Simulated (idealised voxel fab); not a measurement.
process module | voxel tone inversion
cross-section cut | 210 nm wide | cells 5 nm
A cross-section is a grid of square cells, given in bands from the top down. A band is one or more rows of cells.
Each band's line starts with the height of the band's top and of its bottom, in nm. Then come its materials from left to right, each with its width in nm. One material with "throughout" fills the band from edge to edge. "air" is empty space.
Height 0 is the level under which the wafer as received is all one material. The lowest band goes on downwards, as in "0 down".
A width such as "30 to 40" changes by the same amount from each row of cells to the next, from the band's top row to its bottom row.
"no change" after a step means that no cell of the cross-section changed.
closed voids: empty space of 8 cells or more with no open way to the top, each as width x height at its distance from the left edge, in nm
after a step's settings: what the simulator itself notes on the step
overlay nm, on a step with a mask: how far to the right of its planned place the mask lay; to the left if negative
plan
1 op RECEIVE | material Si
2 op CONFORMAL_DEP | material SiCN | thk nm 10
3 op DIRECTIONAL_DEP | material polySi | thk nm 15
4 op PATTERN | tone cover | mask id POSTS | material resist | width nm 15 | pitch nm 35 | thk nm 25 | overlay nm 0
5 op DIRECTIONAL_ETCH | etch materials polySi | depth nm 15
6 op STRIP | etch materials resist
7 op FILL_DEP | material lowk | thk nm 10
8 op CMP | height nm 25
9 op STRIP | etch materials polySi
10 op CONFORMAL_DEP | material TiN | thk nm 5
11 op FILL_DEP | material W | thk nm 5
12 op CMP | height nm 25
13 op CONFORMAL_DEP | material SiCN | thk nm 5
varied across the wafers: thk nm of step 13. The plan shows the first wafer's value. All wafers start alike
first wafer as received, after step 1
  0 down: Si throughout
  closed voids: none
each wafer at the end: cells of each material gained (+) or lost (-) since it was received, then its closed voids
thk nm 5 | +126 SiCN | +14 TiN | +4 W | +108 lowk | closed voids: none
thk nm 10 | +168 SiCN | +14 TiN | +4 W | +108 lowk | closed voids: none
thk nm 15 | +210 SiCN | +14 TiN | +4 W | +108 lowk | closed voids: none
thk nm 20 | +252 SiCN | +14 TiN | +4 W | +108 lowk | closed voids: none
